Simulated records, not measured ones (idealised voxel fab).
Process module name: voxel double patterning
240 nm wide, 5 nm square cells: that's cross-section cut.
Cross-section = grid of square cells, listed top down in bands; band = one or more rows.
Heights first: top, then bottom, in nm. Then materials, left to right, each with a width in nm. "all across" on a single material: fills the band edge to edge. "air": empty space.
Heads up on the height convention: 0 is the point under which the incoming wafer is all one material, and the lowest band has no bottom, it just keeps going down, like "0 and below".
Quick explanation for "30->40": the width changes in equal steps down the rows of cells, from the first number in the band's top row to the second number in its bottom row.
"remained unchanged", as given for a step, is the statement that not any cell of the cross-section underwent a change during that step.
Any empty space of 8 cells or more lacking an open way to the top shows up in "Closed cavities" as width x height at distance, distance from the left edge, in nm.
Step line, after settings: the simulator's comment on this step.
overlay nm: for a step with a mask, the amount by which the mask lay right of where it was planned; a negative amount means left of it.
### Process steps (planned)
step 1: op RECEIVE | material Si
step 2: op CONFORMAL_DEP | material SiO2 | thk nm 10
step 3: op DIRECTIONAL_DEP | material W | thk nm 15
step 4: op DIRECTIONAL_DEP | material SiCN | thk nm 5
step 5: op PATTERN | tone open | mask id FIRST | material resist | width nm 15 | pitch nm 50 | thk nm 15 | overlay nm 0
step 6: op DIRECTIONAL_ETCH | etch materials SiCN | depth nm 5
step 7: op STRIP | etch materials resist
step 8: op MASKED_ETCH | tone open | mask id SECOND | width nm 15 | pitch nm 50 | etch materials SiCN | depth nm 5 | overlay nm 0
step 9: op DIRECTIONAL_ETCH | etch materials W | depth nm 15
step 10: op STRIP | etch materials SiCN
### As-received state of the wafer in cross-section, equivalent to post-step 1
0 and below = Si all across
Closed cavities: none
### The first of two wafers, cross-sectioned at the end of the module, with the run proceeding as planned
25 down to 10 = 60 W / 15 air / 10 W / 15 air / 10 W / 15 air / 10 W / 15 air / 10 W / 15 air / 65 W
10 down to 0 = SiO2 all across
0 and below = Si all across
Closed cavities: none
### End-of-module cross-section of the second wafer: identical starting point and process plan to the first, with one processing mistake
25 down to 15 = 60 W / 15 air / 10 W / 15 air / 10 W / 15 air / 10 W / 15 air / 10 W / 15 air / 65 W
15 down to 10 = W all across
10 down to 0 = SiO2 all across
0 and below = Si all across
Closed cavities: none
Error vs. plan: step 9 off recipe, ran as op DIRECTIONAL_ETCH | etch materials W | depth nm 10
Materials where the second wafer ends with more or fewer cells than the first: W +15
